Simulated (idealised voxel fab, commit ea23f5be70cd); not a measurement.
This section sets out a process module, namely voxel gate over fins.
Cross-sectional view cut (width: 185 nm; square cell size: 5 nm).
If you're reading a cross-section in this doc, picture square cells in a grid; it comes to you as bands, top ones listed first down to the bottom, and a band can be one or more rows of cells. First you get the band's top height and its bottom height, in nm, and then the materials it's made of, left to right, with each width in nm. If you see a single material with "edge to edge", that one covers the band edge to edge. "air" is empty space. Convention: height 0 is the level below which the wafer, as received, is all one material. The lowest band does not terminate at the bottom but continues downward, represented as "z 0 and below". Read "30->40" as a graded width: first number on top, second number at the bottom, same change between each pair of neighbouring rows. It should be understood that the words "everything unchanged", when stated for a given step, signify that the cross-section underwent no change in any of its cells during that step. Listed in "Entrapped voids": every empty space of 8 or more cells without an open way to the top. Form: width x height at distance, the distance being from the left edge, all in nm. What comes after the settings on a step's line is commentary from the simulator itself on that step. Each step line may optionally specify "overlay nm", which for a step with a mask gives the rightward distance between the mask's planned place and where it lay, a negative value indicating the leftward direction.

Process steps foreseen in the plan
1,RECEIVE,material Si
2,CONFORMAL_DEP,material SiN,thk nm 10
3,PATTERN,tone cover,mask id FINS,material resist,width nm 15,pitch nm 45,thk nm 15,overlay nm -15
4,DIRECTIONAL_ETCH,etch materials SiN,depth nm 10
5,DIRECTIONAL_ETCH,etch materials Si,depth nm 35
6,STRIP,etch materials resist
7,OXIDIZE,depth nm 5
8,FILL_DEP,material SiO2,thk nm 5
9,CMP,height nm 10
10,SELECTIVE_ETCH,etch materials SiO2,depth nm 25
11,STRIP,etch materials SiN
12,CONFORMAL_DEP,material HfO2,thk nm 5
13,CONFORMAL_DEP,material TiN,thk nm 5
14,FILL_DEP,material W,thk nm 10
15,CMP,height nm 15
16,CONFORMAL_DEP,material SiCN,thk nm 5
Across this set of wafers, the varied parameter is the overlay nm of step 3. Starting conditions are identical for every wafer, and the plan reports the value assigned to the first wafer.

So this is the first of several wafers, cross-sectioned as it came to us, meaning it's at the end of step 1
- z 0 and below: Si edge to edge
- Entrapped voids: none

Wafer rows, end of module: cells per material gained (+) or lost (-) since receipt; closed voids last
overlay nm -15, +49 HfO2, -280 Si, +37 SiCN, +175 SiO2, +49 TiN, +118 W, Entrapped voids: none
overlay nm -10, +49 HfO2, -280 Si, +37 SiCN, +175 SiO2, +49 TiN, +118 W, Entrapped voids: none
overlay nm -5, +49 HfO2, -280 Si, +37 SiCN, +175 SiO2, +49 TiN, +118 W, Entrapped voids: none
overlay nm 0, +49 HfO2, -280 Si, +37 SiCN, +175 SiO2, +49 TiN, +118 W, Entrapped voids: none
overlay nm 5, +49 HfO2, -280 Si, +37 SiCN, +175 SiO2, +49 TiN, +118 W, Entrapped voids: none
overlay nm 10, +49 HfO2, -280 Si, +37 SiCN, +175 SiO2, +49 TiN, +118 W, Entrapped voids: none
overlay nm 15, +49 HfO2, -280 Si, +37 SiCN, +175 SiO2, +49 TiN, +118 W, Entrapped voids: none
